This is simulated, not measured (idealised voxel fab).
The document below concerns the process module designated voxel self aligned vias.
The width of the displayed cross-section, cut, is 280 nm; its cells are square, with a size of 5 nm.
Reading order for cross-sections: top band down to bottom band. Underlying form: a grid of square cells. Band size: one or more rows of cells.
Read a band's entry like this: the first values are the height of its top and the height of its bottom in nm, and what follows is the sequence of materials from left to right, each with its width in nm. Note that "blank" is empty space, and that a single material marked "all across" reaches across the band from edge to edge.
Heads up on the height convention: 0 is the point under which the incoming wafer is all one material, and the lowest band has no bottom, it just keeps going down, like "top 0, no bottom".
Width: "30..40" (first number = top row, second number = bottom row, same change from row to row of cells).
Step marked "everything unchanged"? Then no cell in the cross-section changed in it.
Empty spaces counting at least 8 cells and having no open way to the top are listed in "Voids lacking openings". The notation width x height at distance is used for each, the distance being from the left edge and all three values in nm.
Whatever follows a step's settings on its line is a remark the simulator itself makes about that step.
overlay nm: where the mask lay relative to plan, measured to the right, on steps with a mask; negatives go left.

[plan]
1 op RECEIVE | material Si
2 op CONFORMAL_DEP | material SiO2 | thk nm 10
3 op CONFORMAL_DEP | material SiCN | thk nm 5
4 op DIRECTIONAL_DEP | material SiO2 | thk nm 25
5 op PATTERN | tone open | mask id LINES | material resist | width nm 25 | pitch nm 60 | thk nm 20 | overlay nm 0
6 op DIRECTIONAL_ETCH | etch materials SiO2 | depth nm 25
7 op STRIP | etch materials resist
8 op CONFORMAL_DEP | material TiN | thk nm 5
9 op FILL_DEP | material Ru | thk nm 10
10 op CMP | height nm 40
11 op SELECTIVE_ETCH | etch materials W Ru TiN | depth nm 10
12 op FILL_DEP | material SiN | thk nm 5
13 op CMP | height nm 40
14 op DIRECTIONAL_DEP | material SiO2 | thk nm 20
15 op MASKED_ETCH | tone open | mask id VIAS | width nm 35 | pitch nm 60 | etch materials SiO2 | depth nm 20 | overlay nm 0
16 op MASKED_ETCH | tone open | mask id VIAS | width nm 35 | pitch nm 60 | etch materials SiN | depth nm 10 | overlay nm 0
17 op CONFORMAL_DEP | material TiN | thk nm 5
18 op FILL_DEP | material Ru | thk nm 5
19 op CMP | height nm 60
20 op CONFORMAL_DEP | material SiCN | thk nm 5

[Received-state cross-section, reflecting completion of step 1]
* top 0, no bottom = Si all across
* Voids lacking openings: none

[Post-module cross-section: identical start and plan to those above, one misstep in execution]
* top 65, bottom 60 = SiCN all across
* top 60, bottom 45 = SiO2 (90), then TiN (5), then Ru (25), then TiN (5), then SiO2 (25), then TiN (5), then Ru (25), then TiN (5), then SiO2 (95)
* top 45, bottom 40 = SiO2 (90), then TiN (15), then Ru (5), then TiN (15), then SiO2 (25), then TiN (15), then Ru (5), then TiN (15), then SiO2 (95)
* top 40, bottom 35 = SiO2 (95), then SiCN (5), then TiN (5), then Ru (5), then TiN (5), then SiCN (5), then SiO2 (35), then SiCN (5), then TiN (5), then Ru (5), then TiN (5), then SiCN (5), then SiO2 (100)
* top 35, bottom 30 = SiO2 (95), then SiCN (5), then TiN (15), then SiCN (5), then SiO2 (35), then SiCN (5), then TiN (15), then SiCN (5), then SiO2 (100)
* top 30, bottom 20 = SiO2 (95), then SiCN (5), then Ru (15), then SiCN (5), then SiO2 (35), then SiCN (5), then Ru (15), then SiCN (5), then SiO2 (100)
* top 20, bottom 15 = SiO2 (95), then SiCN (25), then SiO2 (35), then SiCN (25), then SiO2 (100)
* top 15, bottom 10 = SiCN all across
* top 10, bottom 0 = SiO2 all across
* top 0, no bottom = Si all across
* Voids lacking openings: none
What was done differently from what was planned? heads up, step 8 didn't go per plan, it actually ran as op CONFORMAL_DEP | material SiCN | thk nm 5
